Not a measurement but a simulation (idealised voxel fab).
The following process module bears the name voxel air gaps.
FYI the section here is cut, 215 nm wide, cells are 5 nm squares.
Cross-section spec: square-cell grid; bands listed top down; each band is one or more rows.
Band: top height; bottom height; in nm. Then, left to right: material with width in nm, for each material. "full width": a single material spanning edge to edge. "empty": empty space.
Heights from 0 (as-received wafer is one material below). Bottom band endless downward, as "from 0 down".
The width entry "30->40" should be interpreted row by row: the top row of cells in the band takes the first number, the bottom row takes the second number, and the change between adjacent rows is uniform throughout.
Take "nothing got changed" at face value: in the step it is given for, the cross-section changed in none of its cells.
Empty spaces counting at least 8 cells and having no open way to the top are listed in "Entrapped voids". The notation width x height at distance is used for each, the distance being from the left edge and all three values in nm.
Note: text after step settings on the step line = simulator remark on that step.
When a step includes a mask, the "overlay nm" setting on its line states how far to the right of its planned place that mask lay, and negative values state how far to the left.

[These are the steps we planned for the process]
1,RECEIVE [material Si]
2,CONFORMAL_DEP [material SiO2] [thk nm 10]
3,CONFORMAL_DEP [material SiCN] [thk nm 5]
4,DIRECTIONAL_DEP [material lowk] [thk nm 40]
5,DIRECTIONAL_DEP [material aC] [thk nm 10]
6,PATTERN [tone open] [mask id LINES] [material resist] [width nm 20] [pitch nm 50] [thk nm 30] [overlay nm 0]
7,DIRECTIONAL_ETCH [etch materials aC] [depth nm 10]
8,STRIP [etch materials resist]
9,DIRECTIONAL_ETCH [etch materials lowk] [depth nm 40]
10,STRIP [etch materials aC]
11,CONFORMAL_DEP [material TiN] [thk nm 5]
12,FILL_DEP [material Cu] [thk nm 5]
13,CMP [height nm 55]
14,EPI [material Ru] [thk nm 10]
15,SELECTIVE_ETCH [etch materials lowk] [depth nm 50]
16,CONFORMAL_DEP [material SiCN] [thk nm 5]

[Cross-section of the wafer at receipt, which is the condition after step 1]
  from 0 down  Si full width
  Entrapped voids: none

[Wafer at module end, in section. Began as above, planned as above, run with one mistake]
  from 70 to 65  30 empty, 150 SiCN, 35 empty
  from 65 to 55  30 empty, 5 SiCN, 40 Ru, 10 SiCN, 40 Ru, 10 SiCN, 40 Ru, 5 SiCN, 35 empty
  from 55 to 50  30 empty, 15 SiCN, 5 TiN, 10 Cu, 5 TiN, 30 SiCN, 5 TiN, 10 Cu, 5 TiN, 30 SiCN, 5 TiN, 10 Cu, 5 TiN, 15 SiCN, 35 empty
  from 50 to 20  40 empty, 5 SiCN, 5 TiN, 10 Cu, 5 TiN, 5 SiCN, 20 empty, 5 SiCN, 5 TiN, 10 Cu, 5 TiN, 5 SiCN, 20 empty, 5 SiCN, 5 TiN, 10 Cu, 5 TiN, 5 SiCN, 45 empty
  from 20 to 15  45 SiCN, 20 TiN, 30 SiCN, 20 TiN, 30 SiCN, 20 TiN, 50 SiCN
  from 15 to 5  SiO2 full width
  from 5 to 0  SiCN full width
  from 0 down  Si full width
  Entrapped voids: 20 x 30 at 70; 20 x 30 at 120
What was done differently from what was planned? steps 2 and 3 of the plan were each performed in the slot designated for the other
